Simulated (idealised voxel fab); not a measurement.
Proc. module: voxel capacitor over wiring
The cross-section on display is named cut; it measures 235 nm wide, and its cells are 5 nm squares.
Cross-section format: a grid of square cells, given as bands from top to bottom; each band is one or more rows of cells.
The entry gives the band's vertical extent as a top height and a bottom height in nm, then its horizontal make-up as materials from left to right, each with a width in nm. "blank" stands for empty space; a single material marked "all across" fills the band edge to edge.
Heights are reckoned from 0. Under this level, the received wafer is all of one material. The bottommost band is open-ended downward, for example "from 0 down".
The two numbers in a width such as "30..40" mark its ends across the band: the first belongs to the top row of cells, the second to the bottom row, and from each row to the next the width moves by the same amount.
Step marked "left unchanged"? Then no cell in the cross-section changed in it.
Enclosed voids (no open way to top), threshold 8 cells or more, entry "Closed cavity list", notation width x height at distance, distance from left edge, nm.
On each step's line, the part that comes after the settings is the simulator's own comment on the step.
Among the settings permitted on a step's line is "overlay nm"; applied to a step with a mask, it specifies the extent to which the mask lay to the right of its planned position, whereas a negative figure signifies a position to the left.

[This section lists the process steps that were planned]
1) RECEIVE | material Si
2) CONFORMAL_DEP | material SiO2 | thk nm 15
3) DIRECTIONAL_DEP | material TiN | thk nm 5
4) DIRECTIONAL_DEP | material Ru | thk nm 20
5) DIRECTIONAL_DEP | material aC | thk nm 10
6) PATTERN | tone cover | mask id METAL_1 | material resist | width nm 20 | pitch nm 90 | thk nm 30 | overlay nm 0
7) DIRECTIONAL_ETCH | etch materials aC | depth nm 10
8) STRIP | etch materials resist
9) DIRECTIONAL_ETCH | etch materials Ru | depth nm 20
10) DIRECTIONAL_ETCH | etch materials TiN | depth nm 5
11) STRIP | etch materials aC
12) FILL_DEP | material SiO2 | thk nm 10
13) CMP | height nm 40
14) CONFORMAL_DEP | material SiCN | thk nm 5
15) DIRECTIONAL_DEP | material lowk | thk nm 15
16) MASKED_ETCH | tone open | mask id PLUG_1 | width nm 15 | etch materials lowk | depth nm 15 | overlay nm 0
17) MASKED_ETCH | tone open | mask id PLUG_1 | width nm 15 | etch materials SiCN | depth nm 5 | overlay nm 0
18) CONFORMAL_DEP | material TiN | thk nm 5
19) FILL_DEP | material Ru | thk nm 10
20) CMP | height nm 60
21) DIRECTIONAL_DEP | material TiN | thk nm 10
22) DIRECTIONAL_DEP | material Al2O3 | thk nm 5
23) DIRECTIONAL_DEP | material TiN | thk nm 5
24) PATTERN | tone cover | mask id UPPER_PLATE | material resist | width nm 75 | thk nm 20 | overlay nm 0
25) DIRECTIONAL_ETCH | etch materials TiN | depth nm 5
26) DIRECTIONAL_ETCH | etch materials Al2O3 | depth nm 5
27) STRIP | etch materials resist
28) PATTERN | tone cover | mask id LOWER_PLATE | material resist | width nm 85 | thk nm 15 | overlay nm 0
29) DIRECTIONAL_ETCH | etch materials TiN | depth nm 10
30) STRIP | etch materials resist
31) FILL_DEP | material SiO2 | thk nm 15
32) CMP | height nm 90
33) MASKED_ETCH | tone open | mask id PLUG_2 | width nm 15 | etch materials SiO2 | depth nm 10 | overlay nm 0
34) CONFORMAL_DEP | material TiN | thk nm 5
35) FILL_DEP | material Ru | thk nm 10
36) CMP | height nm 90
37) CONFORMAL_DEP | material SiN | thk nm 5

[as received, after step 1]
  from 0 down = Si all across
  Closed cavity list: none

[Cross-section: first of two wafers, module finished, run according to plan]
  from 95 to 90 = SiN all across
  from 90 to 85 = 75 SiO2; 5 TiN; 5 Ru; 5 TiN; 145 SiO2
  from 85 to 75 = 75..65 SiO2; 15..75 TiN; 145..95 SiO2
  from 75 to 70 = 65 SiO2; 75 Al2O3; 95 SiO2
  from 70 to 60 = 60 SiO2; 85 TiN; 90 SiO2
  from 60 to 45 = 65 lowk; 5 TiN; 5 Ru; 5 TiN; 155 lowk
  from 45 to 40 = 65 SiCN; 15 TiN; 155 SiCN
  from 40 to 20 = 60 SiO2; 20 Ru; 70 SiO2; 20 Ru; 65 SiO2
  from 20 to 15 = 60 SiO2; 20 TiN; 70 SiO2; 20 TiN; 65 SiO2
  from 15 to 0 = SiO2 all across
  from 0 down = Si all across
  Closed cavity list: none

[Wafer two (of two), end-of-module cross-section: start = wafer one, plan = wafer one, one run mistake]
  from 95 to 90 = SiN all across
  from 90 to 85 = 75 SiO2; 5 TiN; 5 Ru; 5 TiN; 145 SiO2
  from 85 to 75 = 75..65 SiO2; 15..75 TiN; 145..95 SiO2
  from 75 to 70 = 65 SiO2; 75 Al2O3; 95 SiO2
  from 70 to 60 = 60 SiO2; 85 TiN; 90 SiO2
  from 60 to 45 = 65 lowk; 5 TiN; 5 Ru; 5 TiN; 155 lowk
  from 45 to 40 = 65 SiCN; 15 TiN; 155 SiCN
  from 40 to 20 = 60 Ru; 20 SiO2; 70 Ru; 20 SiO2; 65 Ru
  from 20 to 15 = 60 TiN; 20 SiO2; 70 TiN; 20 SiO2; 65 TiN
  from 15 to 0 = SiO2 all across
  from 0 down = Si all across
  Closed cavity list: none
what went wrong: step 6 changed vs plan, executed as PATTERN | tone open | mask id METAL_1 | material resist | width nm 20 | pitch nm 90 | thk nm 30 | overlay nm 0
Wafer comparison, final, in cells, second relative to first, materials more or fewer: Ru: 124 more, SiO2: 155 fewer, TiN: 31 more
